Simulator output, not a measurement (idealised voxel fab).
Title: Process Module voxel trench capacitor
Section cut is 225 nm wide and gridded with 5 nm square cells.
How to read a cross-section here: the picture is a grid of square cells, written as bands going from the top down, and any band can span one or more rows of cells.
Band entry format. Leading values: height of top, height of bottom, nm. Remainder: materials in left-to-right order, each with its width in nm. Special words: "everywhere" on a single material, which then fills the band edge to edge; "empty", empty space.
Measure heights from 0. That's the level where, below it, the as-received wafer is all one material. The lowest band is bottomless and extends downward; write it as in "0..down".
With a width like "30->40", each row of cells in the band differs from the next by the same amount, the top row carrying the first number and the bottom row the second.
Step marked "remained the same"? Then no cell in the cross-section changed in it.
Closed empty spaces (no open way to the top) of 8 cells or more are what "Sealed cavities" lists, each as width x height at distance from the left edge, nm for all three.
Read whatever lies past the settings on a step's line as the simulator's own remark about the step.
overlay nm: right-of-plan distance of the mask on a masked step; negative values mean left-of-plan.

### Planned process steps
1. RECEIVE | material Si
2. CONFORMAL_DEP | material SiN | thk nm 5
3. DIRECTIONAL_DEP | material aC | thk nm 10
4. PATTERN | tone open | mask id TRENCH | material resist | width nm 15 | pitch nm 45 | thk nm 25 | overlay nm 0
5. DIRECTIONAL_ETCH | etch materials aC | depth nm 10
6. STRIP | etch materials resist
7. DIRECTIONAL_ETCH | etch materials SiN | depth nm 5
8. DIRECTIONAL_ETCH | etch materials Si | depth nm 30
9. STRIP | etch materials aC
10. CONFORMAL_DEP | material Al2O3 | thk nm 5
11. FILL_DEP | material polySi | thk nm 10
12. CMP | height nm 5

### Cross-section of the wafer as it came to us, i.e., already through step 1
	0..down  Si everywhere
	Sealed cavities: none

### The first of two wafers, cross-sectioned at the end of the module, with the run proceeding as planned
	5..0  SiN=80; Al2O3=5; polySi=5; Al2O3=5; SiN=30; Al2O3=5; polySi=5; Al2O3=5; SiN=85
	0..-25  Si=80; Al2O3=5; polySi=5; Al2O3=5; Si=30; Al2O3=5; polySi=5; Al2O3=5; Si=85
	-25..-30  Si=80; Al2O3=15; Si=30; Al2O3=15; Si=85
	-30..down  Si everywhere
	Sealed cavities: none

### Second wafer through the module, sectioned at the end: same beginning and same plan as the first wafer, with one mistake in carrying it out
	20..10  polySi everywhere
	10..5  Al2O3=85; polySi=5; Al2O3=40; polySi=5; Al2O3=90
	5..0  SiN=80; Al2O3=5; polySi=5; Al2O3=5; SiN=30; Al2O3=5; polySi=5; Al2O3=5; SiN=85
	0..-25  Si=80; Al2O3=5; polySi=5; Al2O3=5; Si=30; Al2O3=5; polySi=5; Al2O3=5; Si=85
	-25..-30  Si=80; Al2O3=15; Si=30; Al2O3=15; Si=85
	-30..down  Si everywhere
	Sealed cavities: none
Deviation noted in wafer processing: plan step 12 never ran because it was skipped
Materials where the second wafer ends with more or fewer cells than the first: 43 more of Al2O3, 92 more of polySi
